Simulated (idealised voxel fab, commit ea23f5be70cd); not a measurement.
Documented hereafter: the process module known as voxel ribs on slabs.
We display cut, a cross-section 270 nm in width whose square cells are each 5 nm.
Cross-section format: a grid of square cells, given as bands from top to bottom; each band is one or more rows of cells. Look at the band entry: it leads with the top's height and the bottom's height in nm. Then it lists the materials left to right, with a width in nm for each. The word "edge to edge" on a single material says that material fills the band edge to edge. The word "empty" is empty space. The reference from which all heights are counted is 0, the level beneath which the as-received wafer is entirely one material; the lowest band, having no lower bound, proceeds downward and is written after the example "0..down". The notation "30..40" denotes a width that varies across the rows of cells in the band, beginning at the first number in the top row, finishing at the second number in the bottom row, and changing by an identical amount from each row to the next. The designation "no change occurred", where it is given for a processing step, indicates that no cell of the cross-section was altered in the course of that step. "Fully sealed voids" - sealed voids, min. 8 cells, no opening to top; format: width x height at distance (distance from left edge; nm throughout). If you see something after the settings on a step's line, that's the simulator's own remark about that step. overlay nm: where the mask lay relative to plan, measured to the right, on steps with a mask; negatives go left.
Planned step list for the process
| 1 | RECEIVE with material Si |
| 2 | DIRECTIONAL_DEP with material SiO2, thk nm 25 |
| 3 | DIRECTIONAL_DEP with material polySi, thk nm 15 |
| 4 | MASKED_ETCH with tone cover, mask id RIB, width nm 20, etch materials polySi, depth nm 5, overlay nm 0 |
| 5 | MASKED_ETCH with tone cover, mask id SLAB, width nm 80, etch materials polySi, depth nm 10, overlay nm 0 |
| 6 | FILL_DEP with material SiO2, thk nm 15 |
| 7 | CMP with height nm 50 |
| 8 | DIRECTIONAL_DEP with material TiN, thk nm 10 |
| 9 | DIRECTIONAL_DEP with material aC, thk nm 10 |
| 10 | PATTERN with tone cover, mask id HEATER, material resist, width nm 30, thk nm 25, overlay nm 0 |
| 11 | DIRECTIONAL_ETCH with etch materials aC, depth nm 10 |
| 12 | STRIP with etch materials resist |
| 13 | DIRECTIONAL_ETCH with etch materials TiN, depth nm 10 |
| 14 | STRIP with etch materials aC |
| 15 | CONFORMAL_DEP with material SiN, thk nm 5 |
Cross-section of the wafer at receipt, which is the condition after step 1
  0..down | Si edge to edge
  Fully sealed voids: none
The plan above was carried out on the starting structure above with one mistake, and this cross-section shows the wafer at the end of the module
  60..50 | empty 120 nm; TiN 30 nm; empty 120 nm
  50..40 | SiO2 edge to edge
  40..35 | SiO2 125 nm; polySi 20 nm; SiO2 125 nm
  35..25 | SiO2 95 nm; polySi 80 nm; SiO2 95 nm
  25..0 | SiO2 edge to edge
  0..down | Si edge to edge
  Fully sealed voids: none
What broke from the plan during processing? execution of step 15 of the plan did not take place, the step having been omitted
